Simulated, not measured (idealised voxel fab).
Documented hereafter: the process module known as voxel tone inversion.
The cross-section shown here is cut; it is 280 nm wide and divided into square cells measuring 5 nm on a side.
In what follows, cross-sections appear as grids of square cells, described through bands that run from the top down, where every band is one or more rows of cells. The entry gives the band's vertical extent as a top height and a bottom height in nm, then its horizontal make-up as materials from left to right, each with a width in nm. "blank" stands for empty space; a single material marked "everywhere" fills the band edge to edge. Basically, 0 is our baseline, since under it the wafer straight out of the box is all one material. The bottom band has no lower end and keeps on going down, so it looks like "0 nm and below". Read "30..40" as a graded width: first number on top, second number at the bottom, same change between each pair of neighbouring rows. What does "remained the same" mean for a step? It means no cell of the cross-section changed in that step. Entry "Closed internal voids" = empty spaces >= 8 cells with no open way to the top; each as width x height at distance, distance from left edge, all nm. Heads up: the bit after the settings on a step's line is the simulator's remark on that step. On any step carrying a mask, the "overlay nm" setting, if present on the step's line, tells how far right of its planned place the mask lay; negative values point to the left. If you're wondering how to read the rest of this, here's the deal. It's pairs of cross-sections: one from before a process step, one from after it. The after one is only drawn as far down as the lowest band that changed. Right under each pair you'll see which step sits between them and what its settings were. Don't read the pairs as one continuous story, though. They can come from different runs of this module on the same starting wafer, and a pair only carries on from the one above it where its entry headed "Pre-step section" says so.
**Pre-step section**
    0 nm and below = Si everywhere
    Closed internal voids: none
**Cross-Section Thereafter**
    10 nm to 0 nm = SiCN everywhere
    All layers under 0 are left as they were.
    Closed internal voids: none
Step between the cross-sections above: CONFORMAL_DEP: material SiCN, thk nm 10
Pre-step section: just use the after drawing of the pair above as your starting point.
**Cross-Section Thereafter**
    25 nm to 10 nm = aC everywhere
    All layers under 10 are left as they were.
    Closed internal voids: none
Step between the cross-sections above: DIRECTIONAL_DEP: material aC, thk nm 15
Pre-step section: just use the after drawing of the pair above as your starting point.
**Cross-Section Thereafter**
    50 nm to 25 nm = 70 blank / 20 resist / 20 blank / 20 resist / 20 blank / 20 resist / 20 blank / 20 resist / 70 blank
    All layers under 25 are left as they were.
    Closed internal voids: none
Step between the cross-sections above: PATTERN: tone cover, mask id POSTS, material resist, width nm 20, pitch nm 40, thk nm 25, overlay nm 0
Pre-step section: just use the after drawing of the pair above as your starting point.
**Cross-Section Thereafter**
    35 nm to 25 nm = 70 blank / 20 resist / 20 blank / 20 resist / 20 blank / 20 resist / 20 blank / 20 resist / 70 blank
    25 nm to 10 nm = 70 blank / 20 aC / 20 blank / 20 aC / 20 blank / 20 aC / 20 blank / 20 aC / 70 blank
    All layers under 10 are left as they were.
    Closed internal voids: none
Step between the cross-sections above: DIRECTIONAL_ETCH: etch materials aC, depth nm 15
Pre-step section: just use the after drawing of the pair above as your starting point.
**Cross-Section Thereafter**
    25 nm to 10 nm = 70 blank / 20 aC / 20 blank / 20 aC / 20 blank / 20 aC / 20 blank / 20 aC / 70 blank
    All layers under 10 are left as they were.
    Closed internal voids: none
Step between the cross-sections above: STRIP: etch materials resist
Pre-step section: just use the after drawing of the pair above as your starting point.
**Cross-Section Thereafter**
    30 nm to 25 nm = SiO2 everywhere
    25 nm to 10 nm = 70 SiO2 / 20 aC / 20 SiO2 / 20 aC / 20 SiO2 / 20 aC / 20 SiO2 / 20 aC / 70 SiO2
    All layers under 10 are left as they were.
    Closed internal voids: none
Step between the cross-sections above: FILL_DEP: material SiO2, thk nm 5
Pre-step section: just use the after drawing of the pair above as your starting point.
**Cross-Section Thereafter**
    25 nm to 10 nm = 70 SiO2 / 20 aC / 20 SiO2 / 20 aC / 20 SiO2 / 20 aC / 20 SiO2 / 20 aC / 70 SiO2
    All layers under 10 are left as they were.
    Closed internal voids: none
Step between the cross-sections above: CMP: height nm 25
Pre-step section: just use the after drawing of the pair above as your starting point.
**Cross-Section Thereafter**
    25 nm to 10 nm = 70 SiO2 / 20 blank / 20 SiO2 / 20 blank / 20 SiO2 / 20 blank / 20 SiO2 / 20 blank / 70 SiO2
    All layers under 10 are left as they were.
    Closed internal voids: none
Step between the cross-sections above: STRIP: etch materials aC
Pre-step section: just use the after drawing of the pair above as your starting point.
**Cross-Section Thereafter**
    30 nm to 25 nm = 75 TiN / 10 blank / 30 TiN / 10 blank / 30 TiN / 10 blank / 30 TiN / 10 blank / 75 TiN
    25 nm to 15 nm = 70 SiO2 / 5 TiN / 10 blank / 5 TiN / 20 SiO2 / 5 TiN / 10 blank / 5 TiN / 20 SiO2 / 5 TiN / 10 blank / 5 TiN / 20 SiO2 / 5 TiN / 10 blank / 5 TiN / 70 SiO2
    15 nm to 10 nm = 70 SiO2 / 20 TiN / 20 SiO2 / 20 TiN / 20 SiO2 / 20 TiN / 20 SiO2 / 20 TiN / 70 SiO2
    All layers under 10 are left as they were.
    Closed internal voids: none
Step between the cross-sections above: CONFORMAL_DEP: material TiN, thk nm 5
Pre-step section: just use the after drawing of the pair above as your starting point.
**Cross-Section Thereafter**
    40 nm to 30 nm = Ru everywhere
    30 nm to 25 nm = 75 TiN / 10 Ru / 30 TiN / 10 Ru / 30 TiN / 10 Ru / 30 TiN / 10 Ru / 75 TiN
    25 nm to 15 nm = 70 SiO2 / 5 TiN / 10 Ru / 5 TiN / 20 SiO2 / 5 TiN / 10 Ru / 5 TiN / 20 SiO2 / 5 TiN / 10 Ru / 5 TiN / 20 SiO2 / 5 TiN / 10 Ru / 5 TiN / 70 SiO2
    All layers under 15 are left as they were.
    Closed internal voids: none
Step between the cross-sections above: FILL_DEP: material Ru, thk nm 10
Pre-step section: just use the after drawing of the pair above as your starting point.
**Cross-Section Thereafter**
    25 nm to 15 nm = 70 SiO2 / 5 TiN / 10 Ru / 5 TiN / 20 SiO2 / 5 TiN / 10 Ru / 5 TiN / 20 SiO2 / 5 TiN / 10 Ru / 5 TiN / 20 SiO2 / 5 TiN / 10 Ru / 5 TiN / 70 SiO2
    All layers under 15 are left as they were.
    Closed internal voids: none
Step between the cross-sections above: CMP: height nm 25
Pre-step section: just use the after drawing of the pair above as your starting point.
**Cross-Section Thereafter**
    30 nm to 25 nm = SiN everywhere
    All layers under 25 are left as they were.
    Closed internal voids: none
Step between the cross-sections above: CONFORMAL_DEP: material SiN, thk nm 5
**Pre-step section**
    40 nm to 30 nm = Ru everywhere
    30 nm to 25 nm = 75 TiN / 10 Ru / 30 TiN / 10 Ru / 30 TiN / 10 Ru / 30 TiN / 10 Ru / 75 TiN
    25 nm to 15 nm = 70 SiO2 / 5 TiN / 10 Ru / 5 TiN / 20 SiO2 / 5 TiN / 10 Ru / 5 TiN / 20 SiO2 / 5 TiN / 10 Ru / 5 TiN / 20 SiO2 / 5 TiN / 10 Ru / 5 TiN / 70 SiO2
    15 nm to 10 nm = 70 SiO2 / 20 TiN / 20 SiO2 / 20 TiN / 20 SiO2 / 20 TiN / 20 SiO2 / 20 TiN / 70 SiO2
    10 nm to 0 nm = SiCN everywhere
    0 nm and below = Si everywhere
    Closed internal voids: none
**Cross-Section Thereafter**
    45 nm to 40 nm = SiN everywhere
    All layers under 40 are left as they were.
    Closed internal voids: none
Step between the cross-sections above: CONFORMAL_DEP: material SiN, thk nm 5
**Pre-step section**
    0 nm and below = Si everywhere
    Closed internal voids: none
**Cross-Section Thereafter**
    15 nm to 0 nm = aC everywhere
    All layers under 0 are left as they were.
    Closed internal voids: none
Step between the cross-sections above: DIRECTIONAL_DEP: material aC, thk nm 15
Pre-step section: just use the after drawing of the pair above as your starting point.
**Cross-Section Thereafter**
    25 nm to 15 nm = SiCN everywhere
    All layers under 15 are left as they were.
    Closed internal voids: none
Step between the cross-sections above: CONFORMAL_DEP: material SiCN, thk nm 10
Pre-step section: just use the after drawing of the pair above as your starting point.
**Cross-Section Thereafter**
    50 nm to 25 nm = 70 blank / 20 resist / 20 blank / 20 resist / 20 blank / 20 resist / 20 blank / 20 resist / 70 blank
    All layers under 25 are left as they were.
    Closed internal voids: none
Step between the cross-sections above: PATTERN: tone cover, mask id POSTS, material resist, width nm 20, pitch nm 40, thk nm 25, overlay nm 0
Pre-step section: just use the after drawing of the pair above as your starting point.
**Cross-Section Thereafter**
    35 nm to 25 nm = 70 blank / 20 resist / 20 blank / 20 resist / 20 blank / 20 resist / 20 blank / 20 resist / 70 blank
    All layers under 25 are left as they were.
    Closed internal voids: none
Step between the cross-sections above: DIRECTIONAL_ETCH: etch materials aC, depth nm 15
Pre-step section: just use the after drawing of the pair above as your starting point.
**Cross-Section Thereafter**
    25 nm to 15 nm = SiCN everywhere
    All layers under 15 are left as they were.
    Closed internal voids: none
Step between the cross-sections above: STRIP: etch materials resist
Pre-step section: just use the after drawing of the pair above as your starting point.
**Cross-Section Thereafter**
    30 nm to 25 nm = SiO2 everywhere
    All layers under 25 are left as they were.
    Closed internal voids: none
Step between the cross-sections above: FILL_DEP: material SiO2, thk nm 5
Pre-step section: just use the after drawing of the pair above as your starting point.
**Cross-Section Thereafter**
    25 nm to 15 nm = SiCN everywhere
    All layers under 15 are left as they were.
    Closed internal voids: none
Step between the cross-sections above: CMP: height nm 25
Pre-step section: just use the after drawing of the pair above as your starting point.
**Cross-Section Thereafter**
    30 nm to 25 nm = TiN everywhere
    All layers under 25 are left as they were.
    Closed internal voids: none
Step between the cross-sections above: CONFORMAL_DEP: material TiN, thk nm 5
Pre-step section: just use the after drawing of the pair above as your starting point.
**Cross-Section Thereafter**
    40 nm to 30 nm = Ru everywhere
    All layers under 30 are left as they were.
    Closed internal voids: none
Step between the cross-sections above: FILL_DEP: material Ru, thk nm 10
Pre-step section: just use the after drawing of the pair above as your starting point.
**Cross-Section Thereafter**
    25 nm to 15 nm = SiCN everywhere
    All layers under 15 are left as they were.
    Closed internal voids: none
Step between the cross-sections above: CMP: height nm 25
Pre-step section: just use the after drawing of the pair above as your starting point.
**Cross-Section Thereafter**
    30 nm to 25 nm = SiN everywhere
    All layers under 25 are left as they were.
    Closed internal voids: none
Step between the cross-sections above: CONFORMAL_DEP: material SiN, thk nm 5
**Pre-step section**
    25 nm to 15 nm = 70 SiO2 / 5 TiN / 10 Ru / 5 TiN / 20 SiO2 / 5 TiN / 10 Ru / 5 TiN / 20 SiO2 / 5 TiN / 10 Ru / 5 TiN / 20 SiO2 / 5 TiN / 10 Ru / 5 TiN / 70 SiO2
    15 nm to 10 nm = 70 SiO2 / 20 TiN / 20 SiO2 / 20 TiN / 20 SiO2 / 20 TiN / 20 SiO2 / 20 TiN / 70 SiO2
    10 nm to 0 nm = SiCN everywhere
    0 nm and below = Si everywhere
    Closed internal voids: none
**Cross-Section Thereafter**
    40 nm to 25 nm = SiN everywhere
    All layers under 25 are left as they were.
    Closed internal voids: none
Step between the cross-sections above: CONFORMAL_DEP: material SiN, thk nm 15
**Pre-step section**
    25 nm to 10 nm = aC everywhere
    10 nm to 0 nm = SiCN everywhere
    0 nm and below = Si everywhere
    Closed internal voids: none
**Cross-Section Thereafter**
    50 nm to 25 nm = 70 blank / 25 resist / 15 blank / 25 resist / 15 blank / 25 resist / 15 blank / 25 resist / 65 blank
    All layers under 25 are left as they were.
    Closed internal voids: none
Step between the cross-sections above: PATTERN: tone cover, mask id POSTS, material resist, width nm 25, pitch nm 40, thk nm 25, overlay nm 0
Pre-step section: just use the after drawing of the pair above as your starting point.
**Cross-Section Thereafter**
    35 nm to 25 nm = 70 blank / 25 resist / 15 blank / 25 resist / 15 blank / 25 resist / 15 blank / 25 resist / 65 blank
    25 nm to 10 nm = 70 blank / 25 aC / 15 blank / 25 aC / 15 blank / 25 aC / 15 blank / 25 aC / 65 blank
    All layers under 10 are left as they were.
    Closed internal voids: none
Step between the cross-sections above: DIRECTIONAL_ETCH: etch materials aC, depth nm 15
Pre-step section: just use the after drawing of the pair above as your starting point.
**Cross-Section Thereafter**
    25 nm to 10 nm = 70 blank / 25 aC / 15 blank / 25 aC / 15 blank / 25 aC / 15 blank / 25 aC / 65 blank
    All layers under 10 are left as they were.
    Closed internal voids: none
Step between the cross-sections above: STRIP: etch materials resist
Pre-step section: just use the after drawing of the pair above as your starting point.
**Cross-Section Thereafter**
    30 nm to 25 nm = SiO2 everywhere
    25 nm to 10 nm = 70 SiO2 / 25 aC / 15 SiO2 / 25 aC / 15 SiO2 / 25 aC / 15 SiO2 / 25 aC / 65 SiO2
    All layers under 10 are left as they were.
    Closed internal voids: none
Step between the cross-sections above: FILL_DEP: material SiO2, thk nm 5
Pre-step section: just use the after drawing of the pair above as your starting point.
**Cross-Section Thereafter**
    25 nm to 10 nm = 70 SiO2 / 25 aC / 15 SiO2 / 25 aC / 15 SiO2 / 25 aC / 15 SiO2 / 25 aC / 65 SiO2
    All layers under 10 are left as they were.
    Closed internal voids: none
Step between the cross-sections above: CMP: height nm 25
Pre-step section: just use the after drawing of the pair above as your starting point.
**Cross-Section Thereafter**
    25 nm to 10 nm = 70 SiO2 / 25 blank / 15 SiO2 / 25 blank / 15 SiO2 / 25 blank / 15 SiO2 / 25 blank / 65 SiO2
    All layers under 10 are left as they were.
    Closed internal voids: none
Step between the cross-sections above: STRIP: etch materials aC
Pre-step section: just use the after drawing of the pair above as your starting point.
**Cross-Section Thereafter**
    30 nm to 25 nm = 75 TiN / 15 blank / 25 TiN / 15 blank / 25 TiN / 15 blank / 25 TiN / 15 blank / 70 TiN
    25 nm to 15 nm = 70 SiO2 / 5 TiN / 15 blank / 5 TiN / 15 SiO2 / 5 TiN / 15 blank / 5 TiN / 15 SiO2 / 5 TiN / 15 blank / 5 TiN / 15 SiO2 / 5 TiN / 15 blank / 5 TiN / 65 SiO2
    15 nm to 10 nm = 70 SiO2 / 25 TiN / 15 SiO2 / 25 TiN / 15 SiO2 / 25 TiN / 15 SiO2 / 25 TiN / 65 SiO2
    All layers under 10 are left as they were.
    Closed internal voids: none
Step between the cross-sections above: CONFORMAL_DEP: material TiN, thk nm 5
Pre-step section: just use the after drawing of the pair above as your starting point.
**Cross-Section Thereafter**
    40 nm to 30 nm = Ru everywhere
    30 nm to 25 nm = 75 TiN / 15 Ru / 25 TiN / 15 Ru / 25 TiN / 15 Ru / 25 TiN / 15 Ru / 70 TiN
    25 nm to 15 nm = 70 SiO2 / 5 TiN / 15 Ru / 5 TiN / 15 SiO2 / 5 TiN / 15 Ru / 5 TiN / 15 SiO2 / 5 TiN / 15 Ru / 5 TiN / 15 SiO2 / 5 TiN / 15 Ru / 5 TiN / 65 SiO2
    All layers under 15 are left as they were.
    Closed internal voids: none
Step between the cross-sections above: FILL_DEP: material Ru, thk nm 10
Pre-step section: just use the after drawing of the pair above as your starting point.
**Cross-Section Thereafter**
    25 nm to 15 nm = 70 SiO2 / 5 TiN / 15 Ru / 5 TiN / 15 SiO2 / 5 TiN / 15 Ru / 5 TiN / 15 SiO2 / 5 TiN / 15 Ru / 5 TiN / 15 SiO2 / 5 TiN / 15 Ru / 5 TiN / 65 SiO2
    All layers under 15 are left as they were.
    Closed internal voids: none
Step between the cross-sections above: CMP: height nm 25
Pre-step section: just use the after drawing of the pair above as your starting point.
**Cross-Section Thereafter**
    30 nm to 25 nm = SiN everywhere
    All layers under 25 are left as they were.
    Closed internal voids: none
Step between the cross-sections above: CONFORMAL_DEP: material SiN, thk nm 5
**Pre-step section**
    25 nm to 10 nm = aC everywhere
    10 nm to 0 nm = SiCN everywhere
    0 nm and below = Si everywhere
    Closed internal voids: none
**Cross-Section Thereafter**
    50 nm to 25 nm = 80 blank / 20 resist / 20 blank / 20 resist / 20 blank / 20 resist / 20 blank / 20 resist / 60 blank
    All layers under 25 are left as they were.
    Closed internal voids: none
Step between the cross-sections above: PATTERN: tone cover, mask id POSTS, material resist, width nm 20, pitch nm 40, thk nm 25, overlay nm 10
Pre-step section: just use the after drawing of the pair above as your starting point.
**Cross-Section Thereafter**
    35 nm to 25 nm = 80 blank / 20 resist / 20 blank / 20 resist / 20 blank / 20 resist / 20 blank / 20 resist / 60 blank
    25 nm to 10 nm = 80 blank / 20 aC / 20 blank / 20 aC / 20 blank / 20 aC / 20 blank / 20 aC / 60 blank
    All layers under 10 are left as they were.
    Closed internal voids: none
Step between the cross-sections above: DIRECTIONAL_ETCH: etch materials aC, depth nm 15
Pre-step section: just use the after drawing of the pair above as your starting point.
**Cross-Section Thereafter**
    25 nm to 10 nm = 80 blank / 20 aC / 20 blank / 20 aC / 20 blank / 20 aC / 20 blank / 20 aC / 60 blank
    All layers under 10 are left as they were.
    Closed internal voids: none
Step between the cross-sections above: STRIP: etch materials resist
Pre-step section: just use the after drawing of the pair above as your starting point.
**Cross-Section Thereafter**
    30 nm to 25 nm = SiO2 everywhere
    25 nm to 10 nm = 80 SiO2 / 20 aC / 20 SiO2 / 20 aC / 20 SiO2 / 20 aC / 20 SiO2 / 20 aC / 60 SiO2
    All layers under 10 are left as they were.
    Closed internal voids: none
Step between the cross-sections above: FILL_DEP: material SiO2, thk nm 5
Pre-step section: just use the after drawing of the pair above as your starting point.
**Cross-Section Thereafter**
    25 nm to 10 nm = 80 SiO2 / 20 aC / 20 SiO2 / 20 aC / 20 SiO2 / 20 aC / 20 SiO2 / 20 aC / 60 SiO2
    All layers under 10 are left as they were.
    Closed internal voids: none
Step between the cross-sections above: CMP: height nm 25
Pre-step section: just use the after drawing of the pair above as your starting point.
**Cross-Section Thereafter**
    25 nm to 10 nm = 80 SiO2 / 20 blank / 20 SiO2 / 20 blank / 20 SiO2 / 20 blank / 20 SiO2 / 20 blank / 60 SiO2
    All layers under 10 are left as they were.
    Closed internal voids: none
Step between the cross-sections above: STRIP: etch materials aC
Pre-step section: just use the after drawing of the pair above as your starting point.
**Cross-Section Thereafter**
    30 nm to 25 nm = 85 TiN / 10 blank / 30 TiN / 10 blank / 30 TiN / 10 blank / 30 TiN / 10 blank / 65 TiN
    25 nm to 15 nm = 80 SiO2 / 5 TiN / 10 blank / 5 TiN / 20 SiO2 / 5 TiN / 10 blank / 5 TiN / 20 SiO2 / 5 TiN / 10 blank / 5 TiN / 20 SiO2 / 5 TiN / 10 blank / 5 TiN / 60 SiO2
    15 nm to 10 nm = 80 SiO2 / 20 TiN / 20 SiO2 / 20 TiN / 20 SiO2 / 20 TiN / 20 SiO2 / 20 TiN / 60 SiO2
    All layers under 10 are left as they were.
    Closed internal voids: none
Step between the cross-sections above: CONFORMAL_DEP: material TiN, thk nm 5
Pre-step section: just use the after drawing of the pair above as your starting point.
**Cross-Section Thereafter**
    40 nm to 30 nm = Ru everywhere
    30 nm to 25 nm = 85 TiN / 10 Ru / 30 TiN / 10 Ru / 30 TiN / 10 Ru / 30 TiN / 10 Ru / 65 TiN
    25 nm to 15 nm = 80 SiO2 / 5 TiN / 10 Ru / 5 TiN / 20 SiO2 / 5 TiN / 10 Ru / 5 TiN / 20 SiO2 / 5 TiN / 10 Ru / 5 TiN / 20 SiO2 / 5 TiN / 10 Ru / 5 TiN / 60 SiO2
    All layers under 15 are left as they were.
    Closed internal voids: none
Step between the cross-sections above: FILL_DEP: material Ru, thk nm 10
Pre-step section: just use the after drawing of the pair above as your starting point.
**Cross-Section Thereafter**
    25 nm to 15 nm = 80 SiO2 / 5 TiN / 10 Ru / 5 TiN / 20 SiO2 / 5 TiN / 10 Ru / 5 TiN / 20 SiO2 / 5 TiN / 10 Ru / 5 TiN / 20 SiO2 / 5 TiN / 10 Ru / 5 TiN / 60 SiO2
    All layers under 15 are left as they were.
    Closed internal voids: none
Step between the cross-sections above: CMP: height nm 25
Pre-step section: just use the after drawing of the pair above as your starting point.
**Cross-Section Thereafter**
    30 nm to 25 nm = SiN everywhere
    All layers under 25 are left as they were.
    Closed internal voids: none
Step between the cross-sections above: CONFORMAL_DEP: material SiN, thk nm 5
**Pre-step section**
    25 nm to 15 nm = 70 SiO2 / 5 TiN / 10 Ru / 5 TiN / 20 SiO2 / 5 TiN / 10 Ru / 5 TiN / 20 SiO2 / 5 TiN / 10 Ru / 5 TiN / 20 SiO2 / 5 TiN / 10 Ru / 5 TiN / 70 SiO2
    15 nm to 10 nm = 70 SiO2 / 20 TiN / 20 SiO2 / 20 TiN / 20 SiO2 / 20 TiN / 20 SiO2 / 20 TiN / 70 SiO2
    10 nm to 0 nm = SiCN everywhere
    0 nm and below = Si everywhere
    Closed internal voids: none
**Cross-Section Thereafter**
    30 nm to 25 nm = SiCN everywhere
    All layers under 25 are left as they were.
    Closed internal voids: none
Step between the cross-sections above: CONFORMAL_DEP: material SiCN, thk nm 5
**Pre-step section**
    25 nm to 10 nm = aC everywhere
    10 nm to 0 nm = SiCN everywhere
    0 nm and below = Si everywhere
    Closed internal voids: none
**Cross-Section Thereafter**
    50 nm to 25 nm = 70 resist / 20 blank / 20 resist / 20 blank / 20 resist / 20 blank / 20 resist / 20 blank / 70 resist
    All layers under 25 are left as they were.
    Closed internal voids: none
Step between the cross-sections above: PATTERN: tone open, mask id POSTS, material resist, width nm 20, pitch nm 40, thk nm 25, overlay nm 0
Pre-step section: just use the after drawing of the pair above as your starting point.
**Cross-Section Thereafter**
    35 nm to 25 nm = 70 resist / 20 blank / 20 resist / 20 blank / 20 resist / 20 blank / 20 resist / 20 blank / 70 resist
    25 nm to 10 nm = 70 aC / 20 blank / 20 aC / 20 blank / 20 aC / 20 blank / 20 aC / 20 blank / 70 aC
    All layers under 10 are left as they were.
    Closed internal voids: none
Step between the cross-sections above: DIRECTIONAL_ETCH: etch materials aC, depth nm 15
Pre-step section: just use the after drawing of the pair above as your starting point.
**Cross-Section Thereafter**
    25 nm to 10 nm = 70 aC / 20 blank / 20 aC / 20 blank / 20 aC / 20 blank / 20 aC / 20 blank / 70 aC
    All layers under 10 are left as they were.
    Closed internal voids: none
Step between the cross-sections above: STRIP: etch materials resist
Pre-step section: just use the after drawing of the pair above as your starting point.
**Cross-Section Thereafter**
    30 nm to 25 nm = SiO2 everywhere
    25 nm to 10 nm = 70 aC / 20 SiO2 / 20 aC / 20 SiO2 / 20 aC / 20 SiO2 / 20 aC / 20 SiO2 / 70 aC
    All layers under 10 are left as they were.
    Closed internal voids: none
Step between the cross-sections above: FILL_DEP: material SiO2, thk nm 5
Pre-step section: just use the after drawing of the pair above as your starting point.
**Cross-Section Thereafter**
    25 nm to 10 nm = 70 aC / 20 SiO2 / 20 aC / 20 SiO2 / 20 aC / 20 SiO2 / 20 aC / 20 SiO2 / 70 aC
    All layers under 10 are left as they were.
    Closed internal voids: none
Step between the cross-sections above: CMP: height nm 25
Pre-step section: just use the after drawing of the pair above as your starting point.
**Cross-Section Thereafter**
    25 nm to 10 nm = 70 blank / 20 SiO2 / 20 blank / 20 SiO2 / 20 blank / 20 SiO2 / 20 blank / 20 SiO2 / 70 blank
    All layers under 10 are left as they were.
    Closed internal voids: none
Step between the cross-sections above: STRIP: etch materials aC
Pre-step section: just use the after drawing of the pair above as your starting point.
**Cross-Section Thereafter**
    30 nm to 25 nm = 65 blank / 30 TiN / 10 blank / 30 TiN / 10 blank / 30 TiN / 10 blank / 30 TiN / 65 blank
    25 nm to 15 nm = 65 blank / 5 TiN / 20 SiO2 / 5 TiN / 10 blank / 5 TiN / 20 SiO2 / 5 TiN / 10 blank / 5 TiN / 20 SiO2 / 5 TiN / 10 blank / 5 TiN / 20 SiO2 / 5 TiN / 65 blank
    15 nm to 10 nm = 70 TiN / 20 SiO2 / 20 TiN / 20 SiO2 / 20 TiN / 20 SiO2 / 20 TiN / 20 SiO2 / 70 TiN
    All layers under 10 are left as they were.
    Closed internal voids: none
Step between the cross-sections above: CONFORMAL_DEP: material TiN, thk nm 5
Pre-step section: just use the after drawing of the pair above as your starting point.
**Cross-Section Thereafter**
    40 nm to 30 nm = Ru everywhere
    30 nm to 25 nm = 65 Ru / 30 TiN / 10 Ru / 30 TiN / 10 Ru / 30 TiN / 10 Ru / 30 TiN / 65 Ru
    25 nm to 15 nm = 65 Ru / 5 TiN / 20 SiO2 / 5 TiN / 10 Ru / 5 TiN / 20 SiO2 / 5 TiN / 10 Ru / 5 TiN / 20 SiO2 / 5 TiN / 10 Ru / 5 TiN / 20 SiO2 / 5 TiN / 65 Ru
    All layers under 15 are left as they were.
    Closed internal voids: none
Step between the cross-sections above: FILL_DEP: material Ru, thk nm 10
Pre-step section: just use the after drawing of the pair above as your starting point.
**Cross-Section Thereafter**
    25 nm to 15 nm = 65 Ru / 5 TiN / 20 SiO2 / 5 TiN / 10 Ru / 5 TiN / 20 SiO2 / 5 TiN / 10 Ru / 5 TiN / 20 SiO2 / 5 TiN / 10 Ru / 5 TiN / 20 SiO2 / 5 TiN / 65 Ru
    All layers under 15 are left as they were.
    Closed internal voids: none
Step between the cross-sections above: CMP: height nm 25
Pre-step section: just use the after drawing of the pair above as your starting point.
**Cross-Section Thereafter**
    30 nm to 25 nm = SiN everywhere
    All layers under 25 are left as they were.
    Closed internal voids: none
Step between the cross-sections above: CONFORMAL_DEP: material SiN, thk nm 5
